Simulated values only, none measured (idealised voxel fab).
process module | voxel self aligned vias
cross-section cut | 210 nm wide | cells 5 nm
A cross-section is a grid of square cells, given in bands from the top down. A band is one or more rows of cells.
Each band's line starts with the height of the band's top and of its bottom, in nm. Then come its materials from left to right, each with its width in nm. One material with "throughout" fills the band from edge to edge. "air" is empty space.
Height 0 is the level under which the wafer as received is all one material. The lowest band goes on downwards, as in "0 down".
A width such as "30 to 40" changes by the same amount from each row of cells to the next, from the band's top row to its bottom row.
"no change" after a step means that no cell of the cross-section changed.
closed voids: empty space of 8 cells or more with no open way to the top, each as width x height at its distance from the left edge, in nm
after a step's settings: what the simulator itself notes on the step
overlay nm, on a step with a mask: how far to the right of its planned place the mask lay; to the left if negative
plan
1 op RECEIVE | material Si
2 op CONFORMAL_DEP | material SiO2 | thk nm 10
3 op CONFORMAL_DEP | material SiCN | thk nm 5
4 op DIRECTIONAL_DEP | material lowk | thk nm 30
5 op PATTERN | tone open | mask id LINES | material resist | width nm 15 | pitch nm 55 | thk nm 15 | overlay nm 0
6 op DIRECTIONAL_ETCH | etch materials lowk | depth nm 30
7 op STRIP | etch materials resist
8 op CONFORMAL_DEP | material TiN | thk nm 5
9 op FILL_DEP | material W | thk nm 10
10 op CMP | height nm 45
11 op SELECTIVE_ETCH | etch materials W Ru TiN | depth nm 10
12 op FILL_DEP | material SiN | thk nm 5
13 op CMP | height nm 45
14 op DIRECTIONAL_DEP | material lowk | thk nm 20
15 op MASKED_ETCH | tone open | mask id VIAS | width nm 40 | etch materials lowk | depth nm 20 | overlay nm 0
16 op MASKED_ETCH | tone open | mask id VIAS | width nm 40 | etch materials SiN | depth nm 10 | overlay nm 0
17 op CONFORMAL_DEP | material TiN | thk nm 5
18 op FILL_DEP | material W | thk nm 10
19 op CMP | height nm 65
20 op CONFORMAL_DEP | material SiCN | thk nm 5
varied across the wafers: width nm of step 5. The plan shows the first wafer's value. All wafers start alike
first wafer as received, after step 1
  0 down: Si throughout
  closed voids: none
each wafer at the end: cells of each material gained (+) or lost (-) since it was received, then its closed voids
width nm 15 | +84 SiCN | +6 SiN | +84 SiO2 | +36 TiN | +26 W | +352 lowk | closed voids: none
width nm 20 | +84 SiCN | +8 SiN | +84 SiO2 | +38 TiN | +34 W | +340 lowk | closed voids: none
width nm 25 | +84 SiCN | +10 SiN | +84 SiO2 | +40 TiN | +42 W | +328 lowk | closed voids: none
width nm 30 | +84 SiCN | +12 SiN | +84 SiO2 | +42 TiN | +50 W | +316 lowk | closed voids: none
width nm 35 | +84 SiCN | +14 SiN | +84 SiO2 | +44 TiN | +58 W | +304 lowk | closed voids: none
